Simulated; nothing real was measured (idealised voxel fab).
Process module under the name voxel wiring stack
This is section cut - it's 165 nm across, gridded in 5 nm square cells.
Throughout this document, each cross-section is represented as a grid of square cells and is presented as a sequence of bands enumerated from the top downward, where a band comprises one or more rows of cells. Each band's line starts with the height of the band's top and of its bottom, in nm. Then come its materials from left to right, each with its width in nm. One material with "all across" fills the band from edge to edge. "air" is empty space. We count height from 0. Below that, the starting wafer is all one material. The lowest band never ends at the bottom but goes on down; see "0..down" for how that is written. The width entry "30 to 40" should be interpreted row by row: the top row of cells in the band takes the first number, the bottom row takes the second number, and the change between adjacent rows is uniform throughout. Basically "no change" means that step didn't change any cell in the cross-section. Entry "Listed closed voids". Content: empty spaces with no open connection to the top, size 8 cells or greater. Each: width x height at distance. Distance: from left edge. Unit: nm. Step line, after settings: the simulator's comment on this step. The line of a step may include "overlay nm". On a step with a mask, this value is how far to the right of its planned place the mask lay. A negative value means the mask lay to the left.
**Below is the list of planned process steps**
1. RECEIVE | material Si
2. CONFORMAL_DEP | material SiO2 | thk nm 15
3. DIRECTIONAL_DEP | material TiN | thk nm 5
4. DIRECTIONAL_DEP | material W | thk nm 20
5. DIRECTIONAL_DEP | material aC | thk nm 10
6. PATTERN | tone cover | mask id METAL_1 | material resist | width nm 30 | pitch nm 45 | thk nm 30 | overlay nm 0
7. DIRECTIONAL_ETCH | etch materials aC | depth nm 10
8. STRIP | etch materials resist
9. DIRECTIONAL_ETCH | etch materials W | depth nm 20
10. DIRECTIONAL_ETCH | etch materials TiN | depth nm 5
11. STRIP | etch materials aC
12. CONFORMAL_DEP | material SiN | thk nm 5
13. FILL_DEP | material lowk | thk nm 5
14. CMP | height nm 40
15. CONFORMAL_DEP | material SiCN | thk nm 5
16. DIRECTIONAL_DEP | material SiO2 | thk nm 20
17. DIRECTIONAL_DEP | material aC | thk nm 10
18. PATTERN | tone open | mask id PLUG_1 | material resist | width nm 15 | pitch nm 90 | thk nm 25 | overlay nm 0
19. DIRECTIONAL_ETCH | etch materials aC | depth nm 10
20. STRIP | etch materials resist
21. DIRECTIONAL_ETCH | etch materials SiO2 | depth nm 20
22. DIRECTIONAL_ETCH | etch materials SiCN | depth nm 5
23. STRIP | etch materials aC
24. EPI | material Ru | thk nm 10
25. EPI | material Ru | thk nm 10
26. EPI | material Ru | thk nm 5
27. DIRECTIONAL_DEP | material TiN | thk nm 5
28. DIRECTIONAL_DEP | material W | thk nm 25
29. DIRECTIONAL_DEP | material aC | thk nm 10
30. PATTERN | tone cover | mask id METAL_2 | material resist | width nm 30 | pitch nm 45 | thk nm 30 | overlay nm 0
31. DIRECTIONAL_ETCH | etch materials aC | depth nm 10
32. STRIP | etch materials resist
33. DIRECTIONAL_ETCH | etch materials W | depth nm 25
34. DIRECTIONAL_ETCH | etch materials TiN | depth nm 5
35. STRIP | etch materials aC
36. CONFORMAL_DEP | material SiN | thk nm 5
37. FILL_DEP | material lowk | thk nm 5
38. CMP | height nm 95
39. CONFORMAL_DEP | material SiCN | thk nm 5
40. DIRECTIONAL_DEP | material lowk | thk nm 10
41. MASKED_ETCH | tone open | mask id PLUG_2 | width nm 15 | pitch nm 90 | etch materials lowk | depth nm 10 | overlay nm 0
42. MASKED_ETCH | tone open | mask id PLUG_2 | width nm 15 | pitch nm 90 | etch materials SiCN | depth nm 5 | overlay nm -5
43. EPI | material Ru | thk nm 10
44. EPI | material Ru | thk nm 5
45. DIRECTIONAL_DEP | material TiN | thk nm 5
46. DIRECTIONAL_DEP | material W | thk nm 15
47. MASKED_ETCH | tone cover | mask id METAL_3 | width nm 30 | pitch nm 45 | etch materials W | depth nm 15 | overlay nm 0
48. MASKED_ETCH | tone cover | mask id METAL_3 | width nm 30 | pitch nm 45 | etch materials TiN | depth nm 5 | overlay nm 0
49. FILL_DEP | material SiO2 | thk nm 10
50. CMP | height nm 130
51. CONFORMAL_DEP | material SiCN | thk nm 5
52. DIRECTIONAL_DEP | material lowk | thk nm 10
53. PATTERN | tone open | mask id PLUG_3 | material resist | width nm 15 | pitch nm 45 | thk nm 20 | overlay nm 0
54. DIRECTIONAL_ETCH | etch materials lowk | depth nm 10
55. DIRECTIONAL_ETCH | etch materials SiCN | depth nm 5
56. STRIP | etch materials resist
57. CONFORMAL_DEP | material TiN | thk nm 5
58. FILL_DEP | material Cu | thk nm 5
59. CMP | height nm 145
60. DIRECTIONAL_DEP | material TiN | thk nm 5
61. DIRECTIONAL_DEP | material W | thk nm 20
62. MASKED_ETCH | tone cover | mask id METAL_4 | width nm 30 | pitch nm 45 | etch materials W | depth nm 20 | overlay nm 0
63. MASKED_ETCH | tone cover | mask id METAL_4 | width nm 30 | pitch nm 45 | etch materials TiN | depth nm 5 | overlay nm 0
64. CONFORMAL_DEP | material SiCN | thk nm 5
65. FILL_DEP | material SiO2 | thk nm 10
66. CMP | height nm 170
67. CONFORMAL_DEP | material SiCN | thk nm 5
Across this set of wafers, the varied parameter is the overlay nm of step 42. Starting conditions are identical for every wafer, and the plan reports the value assigned to the first wafer.
**first wafer as received, after step 1**
    0..down: Si all across
    Listed closed voids: none
**Here is how to read the rows: every wafer has a row, and it shows the wafer at the end of the module, giving for each material how many cells were gained (+) or lost (-) since the wafer was received, then listing its closed voids**
overlay nm -5; +6 Cu; +46 Ru; +152 SiCN; +84 SiN; +303 SiO2; +93 TiN; +288 W; +183 lowk; Listed closed voids: none
overlay nm 0; +6 Cu; +48 Ru; +150 SiCN; +84 SiN; +303 SiO2; +93 TiN; +288 W; +183 lowk; Listed closed voids: none
overlay nm 5; +6 Cu; +46 Ru; +152 SiCN; +84 SiN; +303 SiO2; +93 TiN; +288 W; +183 lowk; Listed closed voids: none
overlay nm 10; +6 Cu; +44 Ru; +154 SiCN; +84 SiN; +303 SiO2; +93 TiN; +288 W; +183 lowk; Listed closed voids: none
overlay nm 15; +6 Cu; +30 Ru; +156 SiCN; +84 SiN; +315 SiO2; +93 TiN; +288 W; +183 lowk; Listed closed voids: none
